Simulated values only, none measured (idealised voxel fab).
process module | voxel gate over fins
cross-section cut | 285 nm wide | cells 5 nm
A cross-section is a grid of square cells, given in bands from the top down. A band is one or more rows of cells.
Each band's line starts with the height of the band's top and of its bottom, in nm. Then come its materials from left to right, each with its width in nm. One material with "throughout" fills the band from edge to edge. "air" is empty space.
Height 0 is the level under which the wafer as received is all one material. The lowest band goes on downwards, as in "0 down".
A width such as "30 to 40" changes by the same amount from each row of cells to the next, from the band's top row to its bottom row.
"no change" after a step means that no cell of the cross-section changed.
closed voids: empty space of 8 cells or more with no open way to the top, each as width x height at its distance from the left edge, in nm
after a step's settings: what the simulator itself notes on the step
overlay nm, on a step with a mask: how far to the right of its planned place the mask lay; to the left if negative
plan
1 op RECEIVE | material Si
2 op CONFORMAL_DEP | material SiN | thk nm 10
3 op MASKED_ETCH | tone cover | mask id FINS | width nm 15 | pitch nm 40 | etch materials SiN | depth nm 10 | overlay nm 0
4 op MASKED_ETCH | tone cover | mask id FINS | width nm 15 | pitch nm 40 | etch materials Si | depth nm 40 | overlay nm 0
5 op OXIDIZE | depth nm 5
6 op FILL_DEP | material SiO2 | thk nm 10
7 op CMP | height nm 10
8 op SELECTIVE_ETCH | etch materials SiO2 | depth nm 25
9 op STRIP | etch materials SiN
10 op CONFORMAL_DEP | material HfO2 | thk nm 5
11 op CONFORMAL_DEP | material TiN | thk nm 5
12 op FILL_DEP | material W | thk nm 15
13 op CMP | height nm 20
14 op CONFORMAL_DEP | material SiN | thk nm 5
first wafer, as planned
as received, after step 1
  0 down: Si throughout
  closed voids: none
after step 2
  10 to 0: SiN throughout
  below 0: unchanged
after step 3
  10 to 0: air 75 | SiN 15 | air 25 | SiN 15 | air 25 | SiN 15 | air 25 | SiN 15 | air 75
  below 0: unchanged
after step 4
  10 to 0: air 75 | SiN 15 | air 25 | SiN 15 | air 25 | SiN 15 | air 25 | SiN 15 | air 75
  0 to -40: air 75 | Si 15 | air 25 | Si 15 | air 25 | Si 15 | air 25 | Si 15 | air 75
  below -40: unchanged
after step 5
  10 to 0: air 75 | SiN 15 | air 25 | SiN 15 | air 25 | SiN 15 | air 25 | SiN 15 | air 75
  0 to -40: air 75 | SiO2 5 | Si 5 | SiO2 5 | air 25 | SiO2 5 | Si 5 | SiO2 5 | air 25 | SiO2 5 | Si 5 | SiO2 5 | air 25 | SiO2 5 | Si 5 | SiO2 5 | air 75
  -40 to -45: SiO2 80 | Si 5 | SiO2 35 | Si 5 | SiO2 35 | Si 5 | SiO2 35 | Si 5 | SiO2 80
  below -45: unchanged
after step 6
  20 to 10: SiO2 throughout
  10 to 0: SiO2 75 | SiN 15 | SiO2 25 | SiN 15 | SiO2 25 | SiN 15 | SiO2 25 | SiN 15 | SiO2 75
  0 to -45: SiO2 80 | Si 5 | SiO2 35 | Si 5 | SiO2 35 | Si 5 | SiO2 35 | Si 5 | SiO2 80
  below -45: unchanged
after step 7
  10 to 0: SiO2 75 | SiN 15 | SiO2 25 | SiN 15 | SiO2 25 | SiN 15 | SiO2 25 | SiN 15 | SiO2 75
  below 0: unchanged
after step 8
  10 to 0: air 75 | SiN 15 | air 25 | SiN 15 | air 25 | SiN 15 | air 25 | SiN 15 | air 75
  0 to -15: air 80 | Si 5 | air 35 | Si 5 | air 35 | Si 5 | air 35 | Si 5 | air 80
  below -15: unchanged
after step 9
  0 to -15: air 80 | Si 5 | air 35 | Si 5 | air 35 | Si 5 | air 35 | Si 5 | air 80
  below -15: unchanged
after step 10
  5 to 0: air 75 | HfO2 15 | air 25 | HfO2 15 | air 25 | HfO2 15 | air 25 | HfO2 15 | air 75
  0 to -10: air 75 | HfO2 5 | Si 5 | HfO2 5 | air 25 | HfO2 5 | Si 5 | HfO2 5 | air 25 | HfO2 5 | Si 5 | HfO2 5 | air 25 | HfO2 5 | Si 5 | HfO2 5 | air 75
  -10 to -15: HfO2 80 | Si 5 | HfO2 35 | Si 5 | HfO2 35 | Si 5 | HfO2 35 | Si 5 | HfO2 80
  below -15: unchanged
after step 11
  10 to 5: air 70 | TiN 25 | air 15 | TiN 25 | air 15 | TiN 25 | air 15 | TiN 25 | air 70
  5 to 0: air 70 | TiN 5 | HfO2 15 | TiN 5 | air 15 | TiN 5 | HfO2 15 | TiN 5 | air 15 | TiN 5 | HfO2 15 | TiN 5 | air 15 | TiN 5 | HfO2 15 | TiN 5 | air 70
  0 to -5: air 70 | TiN 5 | HfO2 5 | Si 5 | HfO2 5 | TiN 5 | air 15 | TiN 5 | HfO2 5 | Si 5 | HfO2 5 | TiN 5 | air 15 | TiN 5 | HfO2 5 | Si 5 | HfO2 5 | TiN 5 | air 15 | TiN 5 | HfO2 5 | Si 5 | HfO2 5 | TiN 5 | air 70
  -5 to -10: TiN 75 | HfO2 5 | Si 5 | HfO2 5 | TiN 25 | HfO2 5 | Si 5 | HfO2 5 | TiN 25 | HfO2 5 | Si 5 | HfO2 5 | TiN 25 | HfO2 5 | Si 5 | HfO2 5 | TiN 75
  below -10: unchanged
after step 12
  25 to 10: W throughout
  10 to 5: W 70 | TiN 25 | W 15 | TiN 25 | W 15 | TiN 25 | W 15 | TiN 25 | W 70
  5 to 0: W 70 | TiN 5 | HfO2 15 | TiN 5 | W 15 | TiN 5 | HfO2 15 | TiN 5 | W 15 | TiN 5 | HfO2 15 | TiN 5 | W 15 | TiN 5 | HfO2 15 | TiN 5 | W 70
  0 to -5: W 70 | TiN 5 | HfO2 5 | Si 5 | HfO2 5 | TiN 5 | W 15 | TiN 5 | HfO2 5 | Si 5 | HfO2 5 | TiN 5 | W 15 | TiN 5 | HfO2 5 | Si 5 | HfO2 5 | TiN 5 | W 15 | TiN 5 | HfO2 5 | Si 5 | HfO2 5 | TiN 5 | W 70
  below -5: unchanged
after step 13
  20 to 10: W throughout
  below 10: unchanged
after step 14
  25 to 20: SiN throughout
  below 20: unchanged
second wafer: like start, like plan, one mistake. Through step 2 it matches the first wafer
when step 3 should have ended
  10 to 0: SiN 75 | air 15 | SiN 25 | air 15 | SiN 25 | air 15 | SiN 25 | air 15 | SiN 75
  below 0: unchanged
when step 4 should have ended: no change
when step 5 should have ended
  10 to 0: SiN 75 | air 15 | SiN 25 | air 15 | SiN 25 | air 15 | SiN 25 | air 15 | SiN 75
  0 to -5: Si 70 | SiO2 25 | Si 15 | SiO2 25 | Si 15 | SiO2 25 | Si 15 | SiO2 25 | Si 70
  below -5: unchanged
when step 6 should have ended
  20 to 10: SiO2 throughout
  10 to 0: SiN 75 | SiO2 15 | SiN 25 | SiO2 15 | SiN 25 | SiO2 15 | SiN 25 | SiO2 15 | SiN 75
  below 0: unchanged
when step 7 should have ended
  10 to 0: SiN 75 | SiO2 15 | SiN 25 | SiO2 15 | SiN 25 | SiO2 15 | SiN 25 | SiO2 15 | SiN 75
  below 0: unchanged
when step 8 should have ended
  10 to 0: SiN 75 | air 15 | SiN 25 | air 15 | SiN 25 | air 15 | SiN 25 | air 15 | SiN 75
  0 to -5: Si 70 | air 25 | Si 15 | air 25 | Si 15 | air 25 | Si 15 | air 25 | Si 70
  below -5: unchanged
when step 9 should have ended
  0 to -5: Si 70 | air 25 | Si 15 | air 25 | Si 15 | air 25 | Si 15 | air 25 | Si 70
  below -5: unchanged
when step 10 should have ended
  5 to 0: HfO2 75 | air 15 | HfO2 25 | air 15 | HfO2 25 | air 15 | HfO2 25 | air 15 | HfO2 75
  0 to -5: Si 70 | HfO2 25 | Si 15 | HfO2 25 | Si 15 | HfO2 25 | Si 15 | HfO2 25 | Si 70
  below -5: unchanged
when step 11 should have ended
  10 to 5: TiN 80 | air 5 | TiN 35 | air 5 | TiN 35 | air 5 | TiN 35 | air 5 | TiN 80
  5 to 0: HfO2 75 | TiN 15 | HfO2 25 | TiN 15 | HfO2 25 | TiN 15 | HfO2 25 | TiN 15 | HfO2 75
  below 0: unchanged
when step 12 should have ended
  25 to 10: W throughout
  10 to 5: TiN 80 | W 5 | TiN 35 | W 5 | TiN 35 | W 5 | TiN 35 | W 5 | TiN 80
  below 5: unchanged
when step 13 should have ended
  20 to 10: W throughout
  below 10: unchanged
when step 14 should have ended
  25 to 20: SiN throughout
  below 20: unchanged
what went wrong: step 3 ran as: op MASKED_ETCH | tone open | mask id FINS | width nm 15 | pitch nm 40 | etch materials SiN | depth nm 10 | overlay nm 0
at the end the second wafer has, in cells: 16 fewer of HfO2 | 457 more of Si | 318 fewer of SiO2 | 16 fewer of TiN | 107 fewer of W
